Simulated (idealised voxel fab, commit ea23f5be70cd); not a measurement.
Process module heading - voxel double patterning
FYI the section here is cut, 175 nm wide, cells are 5 nm squares.
Cross-section layout: square cells on a grid; listed as bands, top to bottom; a band spans one or more cell rows. A band entry consists of two parts. The first gives the height of the band's top and the height of its bottom, in nm. The rest lists the band's materials from left to right, each with its width in nm. A single material labelled with the word "edge to edge" fills the band from edge to edge, and the word "empty" marks empty space. A quick word on heights: they are counted from 0, and under that level the wafer as it came to us is one material throughout. The lowest band is different from the rest in having no bottom; it simply continues downward, written as in "0..down". Width: "30..40" (first number = top row, second number = bottom row, same change from row to row of cells). What does "nothing got changed" mean for a step? It means no cell of the cross-section changed in that step. You'll see "Closed void table" listing empty spaces that have no way open to the top, as long as they're 8 cells or more; the notation is width x height at distance, where the distance is from the left edge, and all of it is in nm. Anything after a step's settings on that line? It's the simulator's own note about the step. The line of a step may include "overlay nm". On a step with a mask, this value is how far to the right of its planned place the mask lay. A negative value means the mask lay to the left.

Listed below are the process steps as planned
- 1: RECEIVE with material Si
- 2: CONFORMAL_DEP with material SiO2, thk nm 10
- 3: DIRECTIONAL_DEP with material TiN, thk nm 20
- 4: DIRECTIONAL_DEP with material SiCN, thk nm 5
- 5: PATTERN with tone open, mask id FIRST, material resist, width nm 15, pitch nm 50, thk nm 15, overlay nm 0
- 6: DIRECTIONAL_ETCH with etch materials SiCN, depth nm 5
- 7: STRIP with etch materials resist
- 8: PATTERN with tone open, mask id SECOND, material resist, width nm 15, thk nm 15, overlay nm -15
- 9: DIRECTIONAL_ETCH with etch materials SiCN, depth nm 5
- 10: STRIP with etch materials resist
- 11: DIRECTIONAL_ETCH with etch materials TiN, depth nm 20
- 12: STRIP with etch materials SiCN
Among the wafers covered here, the point of difference is the overlay nm at step 8; their starting state is shared, and the plan presents the value of the first wafer.

As-received state after step 1, first of several wafers, cross-section
0..down = Si edge to edge
Closed void table: none

Post step 12, the closing step of the module: first of several wafers, cross-sectioned
30..10 = TiN: 55 | empty: 25 | TiN: 25 | empty: 15 | TiN: 55
10..0 = SiO2 edge to edge
0..down = Si edge to edge
Closed void table: none

Of the several wafers, the last: cross-section at the end of the module
30..10 = TiN: 55 | empty: 15 | TiN: 25 | empty: 25 | TiN: 55
10..0 = SiO2 edge to edge
0..down = Si edge to edge
Closed void table: none

Take any row and you have a wafer at the end of the module: how many cells of each material it has gained (+) or lost (-) since it was received, and then its closed voids
overlay nm -15; +70 SiO2; +108 TiN; Closed void table: none
overlay nm -10; +70 SiO2; +104 TiN; Closed void table: none
overlay nm -5; +70 SiO2; +104 TiN; Closed void table: none
overlay nm 0; +70 SiO2; +104 TiN; Closed void table: none
overlay nm 5; +70 SiO2; +104 TiN; Closed void table: none
overlay nm 10; +70 SiO2; +104 TiN; Closed void table: none
overlay nm 15; +70 SiO2; +108 TiN; Closed void table: none
